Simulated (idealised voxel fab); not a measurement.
process module | voxel double patterning
cross-section cut | 235 nm wide | cells 5 nm
A cross-section is a grid of square cells, given in bands from the top down. A band is one or more rows of cells.
Each band's line starts with the height of the band's top and of its bottom, in nm. Then come its materials from left to right, each with its width in nm. One material with "throughout" fills the band from edge to edge. "air" is empty space.
Height 0 is the level under which the wafer as received is all one material. The lowest band goes on downwards, as in "0 down".
A width such as "30 to 40" changes by the same amount from each row of cells to the next, from the band's top row to its bottom row.
"no change" after a step means that no cell of the cross-section changed.
closed voids: empty space of 8 cells or more with no open way to the top, each as width x height at its distance from the left edge, in nm
after a step's settings: what the simulator itself notes on the step
overlay nm, on a step with a mask: how far to the right of its planned place the mask lay; to the left if negative
plan
1 op RECEIVE | material Si
2 op CONFORMAL_DEP | material SiN | thk nm 5
3 op DIRECTIONAL_DEP | material SiO2 | thk nm 15
4 op DIRECTIONAL_DEP | material SiCN | thk nm 10
5 op PATTERN | tone open | mask id FIRST | material resist | width nm 15 | pitch nm 50 | thk nm 15 | overlay nm 0
6 op DIRECTIONAL_ETCH | etch materials SiCN | depth nm 10
7 op STRIP | etch materials resist
8 op MASKED_ETCH | tone open | mask id SECOND | width nm 15 | etch materials SiCN | depth nm 10 | overlay nm -15
9 op DIRECTIONAL_ETCH | etch materials SiO2 | depth nm 15
10 op STRIP | etch materials SiCN
varied across the wafers: overlay nm of step 8. The plan shows the first wafer's value. All wafers start alike
first wafer as received, after step 1
  0 down: Si throughout
  closed voids: none
first wafer at the end, after step 10
  20 to 5: SiO2 85 | air 25 | SiO2 25 | air 15 | SiO2 85
  5 to 0: SiN throughout
  0 down: Si throughout
  closed voids: none
last wafer at the end
  20 to 5: SiO2 85 | air 15 | SiO2 25 | air 25 | SiO2 85
  5 to 0: SiN throughout
  0 down: Si throughout
  closed voids: none
each wafer at the end: cells of each material gained (+) or lost (-) since it was received, then its closed voids
overlay nm -15 | +47 SiN | +117 SiO2 | closed voids: none
overlay nm -10 | +47 SiN | +114 SiO2 | closed voids: none
overlay nm -5 | +47 SiN | +114 SiO2 | closed voids: none
overlay nm 0 | +47 SiN | +114 SiO2 | closed voids: none
overlay nm 5 | +47 SiN | +114 SiO2 | closed voids: none
overlay nm 10 | +47 SiN | +114 SiO2 | closed voids: none
overlay nm 15 | +47 SiN | +117 SiO2 | closed voids: none
